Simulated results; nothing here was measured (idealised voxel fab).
This is a process module. Its name is voxel transistor to metal.
Each square cell in cross-section cut measures 5 nm, and the section as a whole is 210 nm wide.
If you're reading a cross-section in this doc, picture square cells in a grid; it comes to you as bands, top ones listed first down to the bottom, and a band can be one or more rows of cells.
Band: top and bottom heights (nm) first, top before bottom; then materials from left to right, widths in nm. "full width" marks a sole material filling the band edge to edge. "air" denotes empty space.
The level at which height equals 0 is the one under which the wafer, as it arrives, is entirely one material. No lower edge exists for the bottom band, which continues downward and is notated as in "z 0 and below".
Quick explanation for "30 to 40": the width changes in equal steps down the rows of cells, from the first number in the band's top row to the second number in its bottom row.
Key: "nothing different" - step with no changed cell in the cross-section.
"Enclosed void listing" lists enclosed empty spaces (at least 8 cells, no open path upward to the top), each as width x height at distance from the left edge, in nm.
after a step's settings: what the simulator itself notes on the step
The "overlay nm" setting may appear on a step's line; for a step that uses a mask, it gives how far to the right of its planned position the mask lay, and a negative value indicates the left.
SET OUT BELOW ARE THE PLANNED STEPS OF THE PROCESS
1) RECEIVE [material Si]
2) CONFORMAL_DEP [material SiO2] [thk nm 5]
3) CONFORMAL_DEP [material SiN] [thk nm 10]
4) MASKED_ETCH [tone cover] [mask id ACTIVE] [width nm 115] [etch materials SiN] [depth nm 10] [overlay nm 0]
5) MASKED_ETCH [tone cover] [mask id ACTIVE] [width nm 115] [etch materials SiO2] [depth nm 5] [overlay nm 0]
6) MASKED_ETCH [tone cover] [mask id ACTIVE] [width nm 115] [etch materials Si] [depth nm 35] [overlay nm 0]
7) OXIDIZE [depth nm 5]
8) FILL_DEP [material SiO2] [thk nm 15]
9) CMP [height nm 15]
10) SELECTIVE_ETCH [etch materials SiO2] [depth nm 5]
11) STRIP [etch materials SiN]
12) SELECTIVE_ETCH [etch materials SiO2] [depth nm 5]
13) OXIDIZE [depth nm 5]
14) DIRECTIONAL_DEP [material polySi] [thk nm 30]
15) DIRECTIONAL_DEP [material SiCN] [thk nm 10]
16) PATTERN [tone cover] [mask id GATE] [material resist] [width nm 25] [thk nm 15] [overlay nm 0]
17) DIRECTIONAL_ETCH [etch materials SiCN] [depth nm 20]
18) DIRECTIONAL_ETCH [etch materials polySi] [depth nm 40]
19) STRIP [etch materials resist]
20) CONFORMAL_DEP [material SiN] [thk nm 10]
21) DIRECTIONAL_ETCH [etch materials SiN] [depth nm 10]
22) DIRECTIONAL_ETCH [etch materials SiO2] [depth nm 5]
23) EPI [material nSi] [thk nm 5]
24) FILL_DEP [material SiO2] [thk nm 5]
25) CMP [height nm 40]
26) DIRECTIONAL_DEP [material SiO2] [thk nm 10]
27) DIRECTIONAL_DEP [material aC] [thk nm 10]
28) PATTERN [tone open] [mask id CONTACT] [material resist] [width nm 20] [pitch nm 75] [thk nm 30] [overlay nm 0]
29) DIRECTIONAL_ETCH [etch materials aC] [depth nm 10]
30) STRIP [etch materials resist]
31) DIRECTIONAL_ETCH [etch materials SiO2] [depth nm 50]
32) STRIP [etch materials aC]
33) CONFORMAL_DEP [material TiN] [thk nm 5]
34) FILL_DEP [material Ru] [thk nm 5]
35) CMP [height nm 50]
36) CONFORMAL_DEP [material SiCN] [thk nm 5]
37) DIRECTIONAL_DEP [material lowk] [thk nm 15]
38) PATTERN [tone open] [mask id METAL_1] [material resist] [width nm 20] [pitch nm 75] [thk nm 20] [overlay nm 0]
39) DIRECTIONAL_ETCH [etch materials lowk] [depth nm 15]
40) DIRECTIONAL_ETCH [etch materials SiCN] [depth nm 5]
41) STRIP [etch materials resist]
42) CONFORMAL_DEP [material TiN] [thk nm 5]
43) FILL_DEP [material W] [thk nm 5]
44) CMP [height nm 70]
45) CONFORMAL_DEP [material SiN] [thk nm 5]
SO THIS IS THE INCOMING WAFER IN CROSS-SECTION - IT'S ALREADY BEEN THROUGH STEP 1
  z 0 and below: Si full width
  Enclosed void listing: none
THE FIRST OF THE TWO WAFERS AS SEEN IN CROSS-SECTION ONCE THE MODULE WAS FINISHED; PROCESSING FOLLOWED THE PLAN
  z 75 to 70: SiN full width
  z 70 to 55: lowk (55), TiN (5), W (10), TiN (5), lowk (55), TiN (5), W (10), TiN (5), lowk (60)
  z 55 to 50: SiCN (55), TiN (20), SiCN (55), TiN (20), SiCN (60)
  z 50 to 40: SiO2 (55), TiN (5), Ru (10), TiN (5), SiO2 (55), TiN (5), Ru (10), TiN (5), SiO2 (60)
  z 40 to 30: SiO2 (55), TiN (5), Ru (10), TiN (5), SiO2 (5), SiN (10), SiCN (25), SiN (10), SiO2 (5), TiN (5), Ru (10), TiN (5), SiO2 (60)
  z 30 to 5: SiO2 (55), TiN (5), Ru (10), TiN (5), SiO2 (5), SiN (10), polySi (25), SiN (10), SiO2 (5), TiN (5), Ru (10), TiN (5), SiO2 (60)
  z 5 to 0: SiO2 (40), SiN (10), SiO2 (5), TiN (20), SiO2 (5), SiN (10), polySi (25), SiN (10), SiO2 (5), TiN (20), SiO2 (5), SiN (10), SiO2 (45)
  z 0 to -5: SiO2 (50), nSi (30), SiO2 (45), nSi (30), SiO2 (55)
  z -5 to -40: SiO2 (50), Si (105), SiO2 (55)
  z -40 and below: Si full width
  Enclosed void listing: none
CROSS-SECTION, SECOND WAFER: SAME START AS THE FIRST, SAME PLAN AS THE FIRST, ONE MISTAKE IN RUNNING IT; TAKEN AT THE END OF THE MODULE
  z 75 to 70: SiN full width
  z 70 to 55: lowk (55), TiN (5), W (10), TiN (5), lowk (55), TiN (5), W (10), TiN (5), lowk (60)
  z 55 to 50: SiCN (55), TiN (20), SiCN (55), TiN (20), SiCN (60)
  z 50 to 40: SiO2 (55), TiN (5), Ru (15), TiN (5), SiO2 (50), TiN (5), Ru (15), TiN (5), SiO2 (55)
  z 40 to 30: SiO2 (55), TiN (5), Ru (15), TiN (5), SiN (10), SiCN (25), SiN (10), SiO2 (5), TiN (5), Ru (15), TiN (5), SiO2 (55)
  z 30 to 5: SiO2 (55), TiN (5), Ru (15), TiN (5), SiN (10), polySi (25), SiN (10), SiO2 (5), TiN (5), Ru (15), TiN (5), SiO2 (55)
  z 5 to 0: SiO2 (40), SiN (10), SiO2 (5), TiN (25), SiN (10), polySi (25), SiN (10), SiO2 (5), TiN (25), SiN (10), SiO2 (45)
  z 0 to -5: SiO2 (50), nSi (30), SiO2 (45), nSi (30), SiO2 (55)
  z -5 to -40: SiO2 (50), Si (105), SiO2 (55)
  z -40 and below: Si full width
  Enclosed void listing: none
Deviation noted in wafer processing: heads up, step 28 didn't go per plan, it actually ran as PATTERN [tone open] [mask id CONTACT] [material resist] [width nm 25] [pitch nm 75] [thk nm 30] [overlay nm 0]
Bottom line after processing is that, in cells, the second wafer is up or down on some materials versus the first: Ru: 18 more, SiO2: 20 fewer, TiN: 2 more
